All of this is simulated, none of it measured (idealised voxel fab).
process module | voxel ribs on slabs
cross-section cut | 240 nm wide | cells 5 nm
A cross-section is a grid of square cells, given in bands from the top down. A band is one or more rows of cells.
Each band's line starts with the height of the band's top and of its bottom, in nm. Then come its materials from left to right, each with its width in nm. One material with "throughout" fills the band from edge to edge. "air" is empty space.
Height 0 is the level under which the wafer as received is all one material. The lowest band goes on downwards, as in "0 down".
A width such as "30 to 40" changes by the same amount from each row of cells to the next, from the band's top row to its bottom row.
"no change" after a step means that no cell of the cross-section changed.
closed voids: empty space of 8 cells or more with no open way to the top, each as width x height at its distance from the left edge, in nm
after a step's settings: what the simulator itself notes on the step
overlay nm, on a step with a mask: how far to the right of its planned place the mask lay; to the left if negative
plan
1 op RECEIVE | material Si
2 op DIRECTIONAL_DEP | material SiO2 | thk nm 25
3 op DIRECTIONAL_DEP | material polySi | thk nm 20
4 op PATTERN | tone cover | mask id RIB | material resist | width nm 30 | thk nm 20 | overlay nm 0
5 op DIRECTIONAL_ETCH | etch materials polySi | depth nm 5
6 op STRIP | etch materials resist
7 op DIRECTIONAL_DEP | material aC | thk nm 15
8 op PATTERN | tone cover | mask id SLAB | material resist | width nm 60 | thk nm 35 | overlay nm 0
9 op DIRECTIONAL_ETCH | etch materials aC | depth nm 15
10 op STRIP | etch materials resist
11 op DIRECTIONAL_ETCH | etch materials polySi | depth nm 15
12 op STRIP | etch materials aC
13 op FILL_DEP | material SiO2 | thk nm 30
14 op CMP | height nm 65
15 op DIRECTIONAL_DEP | material TiN | thk nm 5
16 op MASKED_ETCH | tone cover | mask id HEATER | width nm 40 | etch materials TiN | depth nm 5 | overlay nm 0
17 op CONFORMAL_DEP | material SiN | thk nm 5
first wafer, as planned
as received, after step 1
  0 down: Si throughout
  closed voids: none
after step 2
  25 to 0: SiO2 throughout
  below 0: unchanged
after step 3
  45 to 25: polySi throughout
  below 25: unchanged
after step 4
  65 to 45: air 105 | resist 30 | air 105
  below 45: unchanged
after step 5
  65 to 45: air 105 | resist 30 | air 105
  45 to 40: air 105 | polySi 30 | air 105
  below 40: unchanged
after step 6
  45 to 40: air 105 | polySi 30 | air 105
  below 40: unchanged
after step 7
  60 to 55: air 105 | aC 30 | air 105
  55 to 45: aC throughout
  45 to 40: aC 105 | polySi 30 | aC 105
  below 40: unchanged
after step 8
  95 to 60: air 90 | resist 60 | air 90
  60 to 55: air 90 | resist 15 | aC 30 | resist 15 | air 90
  below 55: unchanged
after step 9
  80 to 60: air 90 | resist 60 | air 90
  60 to 55: air 90 | resist 15 | aC 30 | resist 15 | air 90
  55 to 45: air 90 | aC 60 | air 90
  45 to 40: air 90 | aC 15 | polySi 30 | aC 15 | air 90
  below 40: unchanged
after step 10
  60 to 55: air 105 | aC 30 | air 105
  below 55: unchanged
after step 11
  60 to 55: air 105 | aC 30 | air 105
  55 to 45: air 90 | aC 60 | air 90
  45 to 40: air 90 | aC 15 | polySi 30 | aC 15 | air 90
  40 to 25: air 90 | polySi 60 | air 90
  below 25: unchanged
after step 12
  45 to 40: air 105 | polySi 30 | air 105
  below 40: unchanged
after step 13
  75 to 45: SiO2 throughout
  45 to 40: SiO2 105 | polySi 30 | SiO2 105
  40 to 25: SiO2 90 | polySi 60 | SiO2 90
  below 25: unchanged
after step 14
  65 to 45: SiO2 throughout
  below 45: unchanged
after step 15
  70 to 65: TiN throughout
  below 65: unchanged
after step 16
  70 to 65: air 100 | TiN 40 | air 100
  below 65: unchanged
after step 17
  75 to 70: air 95 | SiN 50 | air 95
  70 to 65: SiN 100 | TiN 40 | SiN 100
  below 65: unchanged
second wafer: like start, like plan, one mistake. Through step 2 it matches the first wafer
when step 3 should have ended
  40 to 25: polySi throughout
  below 25: unchanged
when step 4 should have ended
  60 to 40: air 105 | resist 30 | air 105
  below 40: unchanged
when step 5 should have ended
  60 to 40: air 105 | resist 30 | air 105
  40 to 35: air 105 | polySi 30 | air 105
  below 35: unchanged
when step 6 should have ended
  40 to 35: air 105 | polySi 30 | air 105
  below 35: unchanged
when step 7 should have ended
  55 to 50: air 105 | aC 30 | air 105
  50 to 40: aC throughout
  40 to 35: aC 105 | polySi 30 | aC 105
  below 35: unchanged
when step 8 should have ended
  90 to 55: air 90 | resist 60 | air 90
  55 to 50: air 90 | resist 15 | aC 30 | resist 15 | air 90
  below 50: unchanged
when step 9 should have ended
  75 to 55: air 90 | resist 60 | air 90
  55 to 50: air 90 | resist 15 | aC 30 | resist 15 | air 90
  50 to 40: air 90 | aC 60 | air 90
  40 to 35: air 90 | aC 15 | polySi 30 | aC 15 | air 90
  below 35: unchanged
when step 10 should have ended
  55 to 50: air 105 | aC 30 | air 105
  below 50: unchanged
when step 11 should have ended
  55 to 50: air 105 | aC 30 | air 105
  50 to 40: air 90 | aC 60 | air 90
  40 to 35: air 90 | aC 15 | polySi 30 | aC 15 | air 90
  35 to 25: air 90 | polySi 60 | air 90
  below 25: unchanged
when step 12 should have ended
  40 to 35: air 105 | polySi 30 | air 105
  below 35: unchanged
when step 13 should have ended
  70 to 40: SiO2 throughout
  40 to 35: SiO2 105 | polySi 30 | SiO2 105
  35 to 25: SiO2 90 | polySi 60 | SiO2 90
  below 25: unchanged
when step 14 should have ended
  65 to 40: SiO2 throughout
  below 40: unchanged
when step 15 should have ended
  70 to 65: TiN throughout
  below 65: unchanged
when step 16 should have ended
  70 to 65: air 100 | TiN 40 | air 100
  below 65: unchanged
when step 17 should have ended
  75 to 70: air 95 | SiN 50 | air 95
  70 to 65: SiN 100 | TiN 40 | SiN 100
  below 65: unchanged
what went wrong: step 3 ran as: op DIRECTIONAL_DEP | material polySi | thk nm 15
at the end the second wafer has, in cells: 12 more of SiO2 | 12 fewer of polySi
